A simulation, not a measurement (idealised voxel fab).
process module | voxel self aligned contacts
cross-section cut | 190 nm wide | cells 5 nm
A cross-section is a grid of square cells, given in bands from the top down. A band is one or more rows of cells.
Each band's line starts with the height of the band's top and of its bottom, in nm. Then come its materials from left to right, each with its width in nm. One material with "throughout" fills the band from edge to edge. "air" is empty space.
Height 0 is the level under which the wafer as received is all one material. The lowest band goes on downwards, as in "0 down".
A width such as "30 to 40" changes by the same amount from each row of cells to the next, from the band's top row to its bottom row.
"no change" after a step means that no cell of the cross-section changed.
closed voids: empty space of 8 cells or more with no open way to the top, each as width x height at its distance from the left edge, in nm
after a step's settings: what the simulator itself notes on the step
overlay nm, on a step with a mask: how far to the right of its planned place the mask lay; to the left if negative
plan
1 op RECEIVE | material Si
2 op CONFORMAL_DEP | material SiO2 | thk nm 5
3 op DIRECTIONAL_DEP | material polySi | thk nm 20
4 op DIRECTIONAL_DEP | material SiN | thk nm 20
5 op DIRECTIONAL_DEP | material aC | thk nm 15
6 op PATTERN | tone cover | mask id GATE | material resist | width nm 25 | pitch nm 65 | thk nm 35 | overlay nm 0
7 op DIRECTIONAL_ETCH | etch materials aC | depth nm 15
8 op STRIP | etch materials resist
9 op DIRECTIONAL_ETCH | etch materials SiN | depth nm 20
10 op DIRECTIONAL_ETCH | etch materials polySi | depth nm 20
11 op STRIP | etch materials aC
12 op CONFORMAL_DEP | material SiN | thk nm 10
13 op DIRECTIONAL_ETCH | etch materials SiN | depth nm 10
14 op FILL_DEP | material SiO2 | thk nm 20
15 op CMP | height nm 55
16 op PATTERN | tone open | mask id CONTACT | material resist | width nm 50 | pitch nm 65 | thk nm 20 | overlay nm 0
17 op DIRECTIONAL_ETCH | etch materials SiO2 | depth nm 55
18 op STRIP | etch materials resist
19 op CONFORMAL_DEP | material TiN | thk nm 5
20 op FILL_DEP | material Ru | thk nm 5
21 op CMP | height nm 55
22 op CONFORMAL_DEP | material SiCN | thk nm 5
first wafer, as planned
as received, after step 1
  0 down: Si throughout
  closed voids: none
after step 2
  5 to 0: SiO2 throughout
  below 0: unchanged
after step 3
  25 to 5: polySi throughout
  below 5: unchanged
after step 4
  45 to 25: SiN throughout
  below 25: unchanged
after step 5
  60 to 45: aC throughout
  below 45: unchanged
after step 6
  95 to 60: air 15 | resist 25 | air 40 | resist 25 | air 40 | resist 25 | air 20
  below 60: unchanged
after step 7
  80 to 60: air 15 | resist 25 | air 40 | resist 25 | air 40 | resist 25 | air 20
  60 to 45: air 15 | aC 25 | air 40 | aC 25 | air 40 | aC 25 | air 20
  below 45: unchanged
after step 8
  60 to 45: air 15 | aC 25 | air 40 | aC 25 | air 40 | aC 25 | air 20
  below 45: unchanged
after step 9
  60 to 45: air 15 | aC 25 | air 40 | aC 25 | air 40 | aC 25 | air 20
  45 to 25: air 15 | SiN 25 | air 40 | SiN 25 | air 40 | SiN 25 | air 20
  below 25: unchanged
after step 10
  60 to 45: air 15 | aC 25 | air 40 | aC 25 | air 40 | aC 25 | air 20
  45 to 25: air 15 | SiN 25 | air 40 | SiN 25 | air 40 | SiN 25 | air 20
  25 to 5: air 15 | polySi 25 | air 40 | polySi 25 | air 40 | polySi 25 | air 20
  below 5: unchanged
after step 11
  45 to 25: air 15 | SiN 25 | air 40 | SiN 25 | air 40 | SiN 25 | air 20
  below 25: unchanged
after step 12
  55 to 25: air 5 | SiN 45 | air 20 | SiN 45 | air 20 | SiN 45 | air 10
  25 to 15: air 5 | SiN 10 | polySi 25 | SiN 10 | air 20 | SiN 10 | polySi 25 | SiN 10 | air 20 | SiN 10 | polySi 25 | SiN 10 | air 10
  15 to 5: SiN 15 | polySi 25 | SiN 40 | polySi 25 | SiN 40 | polySi 25 | SiN 20
  below 5: unchanged
after step 13
  45 to 25: air 5 | SiN 45 | air 20 | SiN 45 | air 20 | SiN 45 | air 10
  25 to 5: air 5 | SiN 10 | polySi 25 | SiN 10 | air 20 | SiN 10 | polySi 25 | SiN 10 | air 20 | SiN 10 | polySi 25 | SiN 10 | air 10
  below 5: unchanged
after step 14
  65 to 45: SiO2 throughout
  45 to 25: SiO2 5 | SiN 45 | SiO2 20 | SiN 45 | SiO2 20 | SiN 45 | SiO2 10
  25 to 5: SiO2 5 | SiN 10 | polySi 25 | SiN 10 | SiO2 20 | SiN 10 | polySi 25 | SiN 10 | SiO2 20 | SiN 10 | polySi 25 | SiN 10 | SiO2 10
  below 5: unchanged
after step 15
  55 to 45: SiO2 throughout
  below 45: unchanged
after step 16
  75 to 55: resist 35 | air 50 | resist 15 | air 50 | resist 40
  below 55: unchanged
after step 17
  75 to 55: resist 35 | air 50 | resist 15 | air 50 | resist 40
  55 to 45: SiO2 35 | air 50 | SiO2 15 | air 50 | SiO2 40
  45 to 25: SiO2 5 | SiN 45 | air 20 | SiN 45 | air 20 | SiN 45 | SiO2 10
  25 to 5: SiO2 5 | SiN 10 | polySi 25 | SiN 10 | air 20 | SiN 10 | polySi 25 | SiN 10 | air 20 | SiN 10 | polySi 25 | SiN 10 | SiO2 10
  5 to 0: SiO2 50 | air 20 | SiO2 45 | air 20 | SiO2 55
  below 0: unchanged
after step 18
  55 to 45: SiO2 35 | air 50 | SiO2 15 | air 50 | SiO2 40
  below 45: unchanged
after step 19
  60 to 55: TiN 40 | air 40 | TiN 25 | air 40 | TiN 45
  55 to 45: SiO2 35 | TiN 5 to 20 | air 40 to 10 | TiN 5 to 20 | SiO2 15 | TiN 5 to 20 | air 40 to 10 | TiN 5 to 20 | SiO2 40
  45 to 25: SiO2 5 | SiN 45 | TiN 5 | air 10 | TiN 5 | SiN 45 | TiN 5 | air 10 | TiN 5 | SiN 45 | SiO2 10
  25 to 5: SiO2 5 | SiN 10 | polySi 25 | SiN 10 | TiN 5 | air 10 | TiN 5 | SiN 10 | polySi 25 | SiN 10 | TiN 5 | air 10 | TiN 5 | SiN 10 | polySi 25 | SiN 10 | SiO2 10
  5 to 0: SiO2 50 | TiN 20 | SiO2 45 | TiN 20 | SiO2 55
  below 0: unchanged
after step 20
  65 to 60: Ru throughout
  60 to 55: TiN 40 | Ru 40 | TiN 25 | Ru 40 | TiN 45
  55 to 45: SiO2 35 | TiN 5 to 20 | Ru 40 to 10 | TiN 5 to 20 | SiO2 15 | TiN 5 to 20 | Ru 40 to 10 | TiN 5 to 20 | SiO2 40
  45 to 25: SiO2 5 | SiN 45 | TiN 5 | Ru 10 | TiN 5 | SiN 45 | TiN 5 | Ru 10 | TiN 5 | SiN 45 | SiO2 10
  25 to 5: SiO2 5 | SiN 10 | polySi 25 | SiN 10 | TiN 5 | Ru 10 | TiN 5 | SiN 10 | polySi 25 | SiN 10 | TiN 5 | Ru 10 | TiN 5 | SiN 10 | polySi 25 | SiN 10 | SiO2 10
  below 5: unchanged
after step 21
  55 to 45: SiO2 35 | TiN 5 to 20 | Ru 40 to 10 | TiN 5 to 20 | SiO2 15 | TiN 5 to 20 | Ru 40 to 10 | TiN 5 to 20 | SiO2 40
  below 45: unchanged
after step 22
  60 to 55: SiCN throughout
  below 55: unchanged
second wafer: like start, like plan, one mistake. Through step 3 it matches the first wafer
when step 4 should have ended
  65 to 25: SiN throughout
  below 25: unchanged
when step 5 should have ended
  80 to 65: aC throughout
  below 65: unchanged
when step 6 should have ended
  115 to 80: air 15 | resist 25 | air 40 | resist 25 | air 40 | resist 25 | air 20
  below 80: unchanged
when step 7 should have ended
  100 to 80: air 15 | resist 25 | air 40 | resist 25 | air 40 | resist 25 | air 20
  80 to 65: air 15 | aC 25 | air 40 | aC 25 | air 40 | aC 25 | air 20
  below 65: unchanged
when step 8 should have ended
  80 to 65: air 15 | aC 25 | air 40 | aC 25 | air 40 | aC 25 | air 20
  below 65: unchanged
when step 9 should have ended
  80 to 65: air 15 | aC 25 | air 40 | aC 25 | air 40 | aC 25 | air 20
  65 to 45: air 15 | SiN 25 | air 40 | SiN 25 | air 40 | SiN 25 | air 20
  below 45: unchanged
when step 10 should have ended: no change
when step 11 should have ended
  65 to 45: air 15 | SiN 25 | air 40 | SiN 25 | air 40 | SiN 25 | air 20
  below 45: unchanged
when step 12 should have ended
  75 to 55: air 5 | SiN 45 | air 20 | SiN 45 | air 20 | SiN 45 | air 10
  55 to 25: SiN throughout
  below 25: unchanged
when step 13 should have ended
  65 to 45: air 5 | SiN 45 | air 20 | SiN 45 | air 20 | SiN 45 | air 10
  below 45: unchanged
when step 14 should have ended
  85 to 65: SiO2 throughout
  65 to 45: SiO2 5 | SiN 45 | SiO2 20 | SiN 45 | SiO2 20 | SiN 45 | SiO2 10
  below 45: unchanged
when step 15 should have ended
  55 to 45: SiO2 5 | SiN 45 | SiO2 20 | SiN 45 | SiO2 20 | SiN 45 | SiO2 10
  below 45: unchanged
when step 16 should have ended
  75 to 55: resist 35 | air 50 | resist 15 | air 50 | resist 40
  below 55: unchanged
when step 17 should have ended
  75 to 55: resist 35 | air 50 | resist 15 | air 50 | resist 40
  55 to 45: SiO2 5 | SiN 45 | air 20 | SiN 45 | air 20 | SiN 45 | SiO2 10
  below 45: unchanged
when step 18 should have ended
  55 to 45: SiO2 5 | SiN 45 | air 20 | SiN 45 | air 20 | SiN 45 | SiO2 10
  below 45: unchanged
when step 19 should have ended
  60 to 55: TiN 55 | air 10 | TiN 55 | air 10 | TiN 60
  55 to 50: SiO2 5 | SiN 45 | TiN 5 | air 10 | TiN 5 | SiN 45 | TiN 5 | air 10 | TiN 5 | SiN 45 | SiO2 10
  50 to 45: SiO2 5 | SiN 45 | TiN 20 | SiN 45 | TiN 20 | SiN 45 | SiO2 10
  below 45: unchanged
when step 20 should have ended
  65 to 60: Ru throughout
  60 to 55: TiN 55 | Ru 10 | TiN 55 | Ru 10 | TiN 60
  55 to 50: SiO2 5 | SiN 45 | TiN 5 | Ru 10 | TiN 5 | SiN 45 | TiN 5 | Ru 10 | TiN 5 | SiN 45 | SiO2 10
  below 50: unchanged
when step 21 should have ended
  55 to 50: SiO2 5 | SiN 45 | TiN 5 | Ru 10 | TiN 5 | SiN 45 | TiN 5 | Ru 10 | TiN 5 | SiN 45 | SiO2 10
  below 50: unchanged
when step 22 should have ended
  60 to 55: SiCN throughout
  below 55: unchanged
what went wrong: step 4 was run twice
at the end the second wafer has, in cells: 48 fewer of Ru | 50 more of SiN | 46 fewer of SiO2 | 48 fewer of TiN | 92 more of polySi
